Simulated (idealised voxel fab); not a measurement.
process module | voxel plated lines
cross-section cut | 260 nm wide | cells 5 nm
A cross-section is a grid of square cells, given in bands from the top down. A band is one or more rows of cells.
Each band's line starts with the height of the band's top and of its bottom, in nm. Then come its materials from left to right, each with its width in nm. One material with "throughout" fills the band from edge to edge. "air" is empty space.
Height 0 is the level under which the wafer as received is all one material. The lowest band goes on downwards, as in "0 down".
A width such as "30 to 40" changes by the same amount from each row of cells to the next, from the band's top row to its bottom row.
"no change" after a step means that no cell of the cross-section changed.
closed voids: empty space of 8 cells or more with no open way to the top, each as width x height at its distance from the left edge, in nm
after a step's settings: what the simulator itself notes on the step
overlay nm, on a step with a mask: how far to the right of its planned place the mask lay; to the left if negative
plan
1 op RECEIVE | material Si
2 op CONFORMAL_DEP | material SiO2 | thk nm 10
3 op DIRECTIONAL_DEP | material TiN | thk nm 5
4 op PATTERN | tone open | mask id LINES | material resist | width nm 20 | pitch nm 35 | thk nm 35 | overlay nm 0
5 op EPI | material Ru | thk nm 10
6 op EPI | material Ru | thk nm 5
7 op EPI | material Ru | thk nm 5
8 op STRIP | etch materials resist
9 op DIRECTIONAL_ETCH | etch materials TiN | depth nm 5
10 op CONFORMAL_DEP | material SiN | thk nm 5
as received, after step 1
  0 down: Si throughout
  closed voids: none
a wafer at the end: this start, this plan, one mistake
  40 to 35: air 85 | SiN 30 | air 5 | SiN 30 | air 5 | SiN 30 | air 75
  35 to 15: air 85 | SiN 5 | Ru 20 | SiN 5 | air 5 | SiN 5 | Ru 20 | SiN 5 | air 5 | SiN 5 | Ru 20 | SiN 5 | air 75
  15 to 10: SiN 90 | TiN 20 | SiN 15 | TiN 20 | SiN 15 | TiN 20 | SiN 80
  10 to 0: SiO2 throughout
  0 down: Si throughout
  closed voids: none
what went wrong: step 4 ran as: op PATTERN | tone open | mask id LINES | material resist | width nm 20 | pitch nm 35 | thk nm 35 | overlay nm 5
